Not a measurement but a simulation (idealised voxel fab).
Herein follows the process module entitled voxel self aligned vias.
For reference, the cross-section in this document is cut, with width 255 nm and square cells of 5 nm.
If you're reading a cross-section in this doc, picture square cells in a grid; it comes to you as bands, top ones listed first down to the bottom, and a band can be one or more rows of cells.
The band entry comprises the height of the band's top followed by the height of its bottom, expressed in nm, and subsequently the band's materials from left to right, each stated together with its width in nm. Where a single material is marked with the word "everywhere", that material fills the band from edge to edge. The word "air" represents empty space.
Measure heights from 0. That's the level where, below it, the as-received wafer is all one material. The lowest band is bottomless and extends downward; write it as in "0..down".
When a width is written as two numbers, as in "30->40", the first number is the width in the top row of cells of the band and the second is the width in its bottom row, and the width changes by the same amount from each row to the next.
Key: "everything unchanged" - step with no changed cell in the cross-section.
"Trapped void list" contains a list of empty spaces, each no smaller than 8 cells and without an open way to the top, written in the form width x height at distance with the distance from the left edge and all three in nm.
On each step's line, the part that comes after the settings is the simulator's own comment on the step.
When a step includes a mask, the "overlay nm" setting on its line states how far to the right of its planned place that mask lay, and negative values state how far to the left.

# Intended process steps
1 RECEIVE, material Si
2 CONFORMAL_DEP, material SiO2, thk nm 10
3 CONFORMAL_DEP, material SiCN, thk nm 5
4 DIRECTIONAL_DEP, material lowk, thk nm 20
5 MASKED_ETCH, tone open, mask id LINES, width nm 20, pitch nm 55, etch materials lowk, depth nm 20, overlay nm 0
6 CONFORMAL_DEP, material TiN, thk nm 5
7 FILL_DEP, material W, thk nm 5
8 CMP, height nm 35
9 SELECTIVE_ETCH, etch materials W Ru TiN, depth nm 5
10 FILL_DEP, material SiN, thk nm 10
11 CMP, height nm 35
12 DIRECTIONAL_DEP, material lowk, thk nm 20
13 PATTERN, tone open, mask id VIAS, material resist, width nm 40, pitch nm 55, thk nm 20, overlay nm 0
14 DIRECTIONAL_ETCH, etch materials lowk, depth nm 20
15 DIRECTIONAL_ETCH, etch materials SiN, depth nm 5
16 STRIP, etch materials resist
17 CONFORMAL_DEP, material TiN, thk nm 5
18 FILL_DEP, material Ru, thk nm 10
19 CMP, height nm 55
20 CONFORMAL_DEP, material SiCN, thk nm 5

# Cross-section: wafer on arrival = after step 1
  0..down  Si everywhere
  Trapped void list: none

# End state of the module in cross-section, given the above starting point and plan and one mistake in execution
  50..45  SiCN everywhere
  45..35  lowk (50), TiN (5->15), Ru (30->10), TiN (5->15), lowk (15), TiN (5->15), Ru (30->10), TiN (5->15), lowk (15), TiN (5->15), Ru (30->10), TiN (5->15), lowk (55)
  35..30  lowk (60), TiN (20), lowk (35), TiN (20), lowk (35), TiN (20), lowk (65)
  30..20  lowk (60), TiN (5), W (10), TiN (5), lowk (35), TiN (5), W (10), TiN (5), lowk (35), TiN (5), W (10), TiN (5), lowk (65)
  20..15  lowk (60), TiN (20), lowk (35), TiN (20), lowk (35), TiN (20), lowk (65)
  15..10  SiCN everywhere
  10..0  SiO2 everywhere
  0..down  Si everywhere
  Trapped void list: none
So what did we get wrong on this run? step 19: run off-plan, actual operation and settings CMP, height nm 45
